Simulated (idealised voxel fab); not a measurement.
The following is a process module called voxel self aligned contacts.
The width of the displayed cross-section, cut, is 225 nm; its cells are square, with a size of 5 nm.
A cross-section is written here as square cells arranged in a grid, and it is given in bands from the top down, each band taking up one or more rows of cells. Top, bottom (nm), then materials left to right with widths (nm); lone material tagged "all across" fills the whole band edge to edge; "air" = empty space. Ref level 0: as-received wafer is one material below here. Bottom band extends down with no lower bound ("0 nm and below"). So if you see something like "30->40" for the width, read it as the top row of the band sitting at the first number and the bottom row at the second, with every row in between moving by the same amount as the last. Any step labelled "left unchanged" changed none of the cells in the cross-section. The entry "Enclosed cavity list" lists the empty spaces that cover at least 8 cells and have no open path to the top. Each is written as width x height at distance, where the distance is measured from the left edge and all three values are in nm. Whatever follows a step's settings on its line is a remark the simulator itself makes about that step. Among the settings permitted on a step's line is "overlay nm"; applied to a step with a mask, it specifies the extent to which the mask lay to the right of its planned position, whereas a negative figure signifies a position to the left.
Here's what the planned process steps look like:
1,RECEIVE: material Si
2,OXIDIZE: depth nm 5
3,DIRECTIONAL_DEP: material polySi, thk nm 30
4,DIRECTIONAL_DEP: material SiN, thk nm 25
5,MASKED_ETCH: tone cover, mask id GATE, width nm 30, pitch nm 75, etch materials SiN, depth nm 25, overlay nm 0
6,MASKED_ETCH: tone cover, mask id GATE, width nm 30, pitch nm 75, etch materials polySi, depth nm 30, overlay nm 0
7,CONFORMAL_DEP: material SiN, thk nm 10
8,DIRECTIONAL_ETCH: etch materials SiN, depth nm 10
9,FILL_DEP: material SiO2, thk nm 10
10,CMP: height nm 60
11,PATTERN: tone open, mask id CONTACT, material resist, width nm 55, pitch nm 75, thk nm 15, overlay nm 0
12,DIRECTIONAL_ETCH: etch materials SiO2, depth nm 65
13,STRIP: etch materials resist
14,CONFORMAL_DEP: material TiN, thk nm 5
15,FILL_DEP: material Ru, thk nm 5
16,CMP: height nm 60
17,CONFORMAL_DEP: material SiCN, thk nm 5
Step 1 complete: cross-section of the wafer as received:
    0 nm and below: Si all across
    Enclosed cavity list: none
Result of the module, cross-sectioned: start per above, plan per above, one error in how it was run:
    65 nm to 60 nm: SiCN all across
    60 nm to 55 nm: SiO2: 10, SiN: 50, TiN: 25, SiN: 50, TiN: 25, SiN: 50, SiO2: 15
    55 nm to 30 nm: SiN all across
    30 nm to 0 nm: polySi all across
    0 nm to -5 nm: SiO2 all across
    -5 nm and below: Si all across
    Enclosed cavity list: none
Against the plan, the run slipped here: regarding the plan, step 4 was run twice
